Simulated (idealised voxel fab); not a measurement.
process module | voxel self aligned vias
cross-section cut | 155 nm wide | cells 5 nm
A cross-section is a grid of square cells, given in bands from the top down. A band is one or more rows of cells.
Each band's line starts with the height of the band's top and of its bottom, in nm. Then come its materials from left to right, each with its width in nm. One material with "throughout" fills the band from edge to edge. "air" is empty space.
Height 0 is the level under which the wafer as received is all one material. The lowest band goes on downwards, as in "0 down".
A width such as "30 to 40" changes by the same amount from each row of cells to the next, from the band's top row to its bottom row.
"no change" after a step means that no cell of the cross-section changed.
closed voids: empty space of 8 cells or more with no open way to the top, each as width x height at its distance from the left edge, in nm
after a step's settings: what the simulator itself notes on the step
overlay nm, on a step with a mask: how far to the right of its planned place the mask lay; to the left if negative
plan
1 op RECEIVE | material Si
2 op CONFORMAL_DEP | material SiO2 | thk nm 15
3 op CONFORMAL_DEP | material SiCN | thk nm 5
4 op DIRECTIONAL_DEP | material lowk | thk nm 30
5 op DIRECTIONAL_DEP | material aC | thk nm 15
6 op PATTERN | tone open | mask id LINES | material resist | width nm 25 | pitch nm 75 | thk nm 35 | overlay nm 0
7 op DIRECTIONAL_ETCH | etch materials aC | depth nm 15
8 op STRIP | etch materials resist
9 op DIRECTIONAL_ETCH | etch materials lowk | depth nm 30
10 op STRIP | etch materials aC
11 op CONFORMAL_DEP | material TiN | thk nm 5
12 op FILL_DEP | material Ru | thk nm 5
13 op CMP | height nm 50
14 op SELECTIVE_ETCH | etch materials W Ru TiN | depth nm 5
15 op FILL_DEP | material SiN | thk nm 10
16 op CMP | height nm 50
17 op DIRECTIONAL_DEP | material lowk | thk nm 20
18 op DIRECTIONAL_DEP | material aC | thk nm 10
19 op PATTERN | tone open | mask id VIAS | material resist | width nm 45 | pitch nm 75 | thk nm 30 | overlay nm 0
20 op DIRECTIONAL_ETCH | etch materials aC | depth nm 10
21 op STRIP | etch materials resist
22 op DIRECTIONAL_ETCH | etch materials lowk | depth nm 20
23 op DIRECTIONAL_ETCH | etch materials SiN | depth nm 5
24 op STRIP | etch materials aC
25 op CONFORMAL_DEP | material TiN | thk nm 5
26 op FILL_DEP | material Ru | thk nm 10
27 op CMP | height nm 70
28 op CONFORMAL_DEP | material SiCN | thk nm 5
as received, after step 1
  0 down: Si throughout
  closed voids: none
first wafer at the end, as planned
  75 to 70: SiCN throughout
  70 to 55: lowk 15 | TiN 5 | Ru 35 | TiN 5 | lowk 30 | TiN 5 | Ru 35 | TiN 5 | lowk 20
  55 to 50: lowk 15 | TiN 15 | Ru 15 | TiN 15 | lowk 30 | TiN 15 | Ru 15 | TiN 15 | lowk 20
  50 to 45: lowk 25 | TiN 25 | lowk 50 | TiN 25 | lowk 30
  45 to 25: lowk 25 | TiN 5 | Ru 15 | TiN 5 | lowk 50 | TiN 5 | Ru 15 | TiN 5 | lowk 30
  25 to 20: lowk 25 | TiN 25 | lowk 50 | TiN 25 | lowk 30
  20 to 15: SiCN throughout
  15 to 0: SiO2 throughout
  0 down: Si throughout
  closed voids: none
second wafer at the end: like start, like plan, one mistake
  75 to 70: SiCN throughout
  70 to 55: lowk 15 | TiN 5 | Ru 35 | TiN 5 | lowk 30 | TiN 5 | Ru 35 | TiN 5 | lowk 20
  55 to 50: lowk 15 | TiN 10 | Ru 15 | TiN 20 | lowk 30 | TiN 10 | Ru 15 | TiN 20 | lowk 20
  50 to 45: lowk 20 | TiN 25 | lowk 50 | TiN 25 | lowk 35
  45 to 25: lowk 20 | TiN 5 | Ru 15 | TiN 5 | lowk 50 | TiN 5 | Ru 15 | TiN 5 | lowk 35
  25 to 20: lowk 20 | TiN 25 | lowk 50 | TiN 25 | lowk 35
  20 to 15: SiCN throughout
  15 to 0: SiO2 throughout
  0 down: Si throughout
  closed voids: none
what went wrong: step 6 ran as: op PATTERN | tone open | mask id LINES | material resist | width nm 25 | pitch nm 75 | thk nm 35 | overlay nm -5
at the end the second wafer has, in cells: as many of each material as the first, in other places
